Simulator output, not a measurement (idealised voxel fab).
process module | voxel ribs on slabs
cross-section cut | 260 nm wide | cells 5 nm
A cross-section is a grid of square cells, given in bands from the top down. A band is one or more rows of cells.
Each band's line starts with the height of the band's top and of its bottom, in nm. Then come its materials from left to right, each with its width in nm. One material with "throughout" fills the band from edge to edge. "air" is empty space.
Height 0 is the level under which the wafer as received is all one material. The lowest band goes on downwards, as in "0 down".
A width such as "30 to 40" changes by the same amount from each row of cells to the next, from the band's top row to its bottom row.
"no change" after a step means that no cell of the cross-section changed.
closed voids: empty space of 8 cells or more with no open way to the top, each as width x height at its distance from the left edge, in nm
after a step's settings: what the simulator itself notes on the step
overlay nm, on a step with a mask: how far to the right of its planned place the mask lay; to the left if negative
plan
1 op RECEIVE | material Si
2 op DIRECTIONAL_DEP | material SiO2 | thk nm 30
3 op DIRECTIONAL_DEP | material polySi | thk nm 15
4 op DIRECTIONAL_DEP | material aC | thk nm 10
5 op PATTERN | tone cover | mask id RIB | material resist | width nm 15 | thk nm 30 | overlay nm 0
6 op DIRECTIONAL_ETCH | etch materials aC | depth nm 5
7 op STRIP | etch materials resist
8 op DIRECTIONAL_ETCH | etch materials polySi | depth nm 10
9 op STRIP | etch materials aC
10 op MASKED_ETCH | tone cover | mask id SLAB | width nm 75 | etch materials polySi | depth nm 5 | overlay nm 0
11 op FILL_DEP | material SiO2 | thk nm 15
12 op CMP | height nm 55
13 op DIRECTIONAL_DEP | material W | thk nm 10
14 op DIRECTIONAL_DEP | material aC | thk nm 15
15 op PATTERN | tone cover | mask id HEATER | material resist | width nm 25 | thk nm 30 | overlay nm 0
16 op DIRECTIONAL_ETCH | etch materials aC | depth nm 15
17 op STRIP | etch materials resist
18 op DIRECTIONAL_ETCH | etch materials W | depth nm 10
19 op STRIP | etch materials aC
20 op CONFORMAL_DEP | material SiN | thk nm 5
varied across the wafers: depth nm of step 6. The plan shows the first wafer's value. All wafers start alike
first wafer as received, after step 1
  0 down: Si throughout
  closed voids: none
each wafer at the end: cells of each material gained (+) or lost (-) since it was received, then its closed voids
depth nm 5 | +56 SiN | +453 SiO2 | +10 W | +119 polySi | closed voids: none
depth nm 10 | +56 SiN | +551 SiO2 | +10 W | +21 polySi | closed voids: none
depth nm 15 | +56 SiN | +551 SiO2 | +10 W | +21 polySi | closed voids: none
depth nm 20 | +56 SiN | +551 SiO2 | +10 W | +21 polySi | closed voids: none
depth nm 25 | +56 SiN | +551 SiO2 | +10 W | +21 polySi | closed voids: none
